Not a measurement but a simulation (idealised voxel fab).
The following process module bears the name voxel gate over fins.
245 nm wide, 5 nm square cells: that's cross-section cut.
Bands, listed from the top down, are how a cross-section gets written in this document; the cross-section itself is a grid of square cells, and a band is one or more rows of them.
Band: top height; bottom height; in nm. Then, left to right: material with width in nm, for each material. "full width": a single material spanning edge to edge. "blank": empty space.
Measure heights from 0. That's the level where, below it, the as-received wafer is all one material. The lowest band is bottomless and extends downward; write it as in "0 down".
A width such as "30->40" changes by the same amount from each row of cells to the next, from the band's top row to its bottom row.
A step reported as "nothing was modified" is a step in which no cell of the cross-section changed.
Entry "Unvented voids" = empty spaces >= 8 cells with no open way to the top; each as width x height at distance, distance from left edge, all nm.
That trailing text on a step's line, after the settings, is the simulator's own remark on the step.
When a step includes a mask, the "overlay nm" setting on its line states how far to the right of its planned place that mask lay, and negative values state how far to the left.

**Set out below are the planned steps of the process**
1: RECEIVE with material Si
2: CONFORMAL_DEP with material SiN, thk nm 10
3: DIRECTIONAL_DEP with material aC, thk nm 10
4: PATTERN with tone cover, mask id FINS, material resist, width nm 15, pitch nm 55, thk nm 30, overlay nm 0
5: DIRECTIONAL_ETCH with etch materials aC, depth nm 10
6: STRIP with etch materials resist
7: DIRECTIONAL_ETCH with etch materials SiN, depth nm 10
8: DIRECTIONAL_ETCH with etch materials Si, depth nm 40
9: STRIP with etch materials aC
10: OXIDIZE with depth nm 5
11: FILL_DEP with material SiO2, thk nm 10
12: CMP with height nm 10
13: PATTERN with tone open, mask id RAIL, material resist, width nm 15, thk nm 15, overlay nm 0
14: DIRECTIONAL_ETCH with etch materials SiO2, depth nm 45
15: STRIP with etch materials resist
16: CONFORMAL_DEP with material TiN, thk nm 5
17: FILL_DEP with material Ru, thk nm 10
18: CMP with height nm 10
19: SELECTIVE_ETCH with etch materials W Ru TiN, depth nm 30
20: FILL_DEP with material SiO2, thk nm 5
21: CMP with height nm 10
22: SELECTIVE_ETCH with etch materials SiO2, depth nm 20
23: STRIP with etch materials SiN
24: CONFORMAL_DEP with material HfO2, thk nm 5
25: CONFORMAL_DEP with material TiN, thk nm 5
26: FILL_DEP with material W, thk nm 15
27: CMP with height nm 20
28: CONFORMAL_DEP with material SiN, thk nm 5

**Wafer as received: cross-section following step 1**
    0 down = Si full width
    Unvented voids: none

**Wafer cross-section at module end: first of two, run to plan**
    25 to 20 = SiN full width
    20 to 10 = W full width
    10 to 5 = 80 W, then 25 TiN, then 30 W, then 25 TiN, then 85 W
    5 to 0 = 80 W, then 5 TiN, then 15 HfO2, then 5 TiN, then 30 W, then 5 TiN, then 15 HfO2, then 5 TiN, then 85 W
    0 to -5 = 85 TiN, then 5 HfO2, then 5 Si, then 5 HfO2, then 40 TiN, then 5 HfO2, then 5 Si, then 5 HfO2, then 90 TiN
    -5 to -10 = 90 HfO2, then 5 Si, then 50 HfO2, then 5 Si, then 95 HfO2
    -10 to -20 = 90 SiO2, then 5 Si, then 50 SiO2, then 5 Si, then 95 SiO2
    -20 to -30 = 90 SiO2, then 5 Si, then 15 SiO2, then 5 TiN, then 5 Ru, then 5 TiN, then 20 SiO2, then 5 Si, then 95 SiO2
    -30 to -35 = 90 SiO2, then 5 Si, then 15 SiO2, then 15 TiN, then 20 SiO2, then 5 Si, then 95 SiO2
    -35 to -45 = 90 SiO2, then 5 Si, then 50 SiO2, then 5 Si, then 95 SiO2
    -45 down = Si full width
    Unvented voids: none

**Presented here is a cross-section of the second of the two wafers as it stood at the end of the module. It was started in the same manner and assigned the same plan as the first wafer; however, one mistake was made in its execution**
    25 to 20 = SiN full width
    20 to 10 = W full width
    10 to 5 = 80 W, then 25 TiN, then 30 W, then 25 TiN, then 85 W
    5 to 0 = 80 W, then 5 TiN, then 15 HfO2, then 5 TiN, then 30 W, then 5 TiN, then 15 HfO2, then 5 TiN, then 85 W
    0 to -5 = 85 TiN, then 5 HfO2, then 5 Si, then 5 HfO2, then 40 TiN, then 5 HfO2, then 5 Si, then 5 HfO2, then 90 TiN
    -5 to -10 = 90 HfO2, then 5 Si, then 50 HfO2, then 5 Si, then 95 HfO2
    -10 to -20 = 90 SiO2, then 5 Si, then 50 SiO2, then 5 Si, then 95 SiO2
    -20 to -30 = 90 SiO2, then 5 Si, then 10 SiO2, then 5 TiN, then 5 Ru, then 5 TiN, then 25 SiO2, then 5 Si, then 95 SiO2
    -30 to -35 = 90 SiO2, then 5 Si, then 10 SiO2, then 15 TiN, then 25 SiO2, then 5 Si, then 95 SiO2
    -35 to -45 = 90 SiO2, then 5 Si, then 50 SiO2, then 5 Si, then 95 SiO2
    -45 down = Si full width
    Unvented voids: none
Heads up, the wafer didn't run the way we planned it: it should be noted that step 13 was executed with settings other than those planned, the operation and settings actually applied being PATTERN with tone open, mask id RAIL, material resist, width nm 15, thk nm 15, overlay nm -5
Cell counts per material: same on both final wafers. Positions: different.
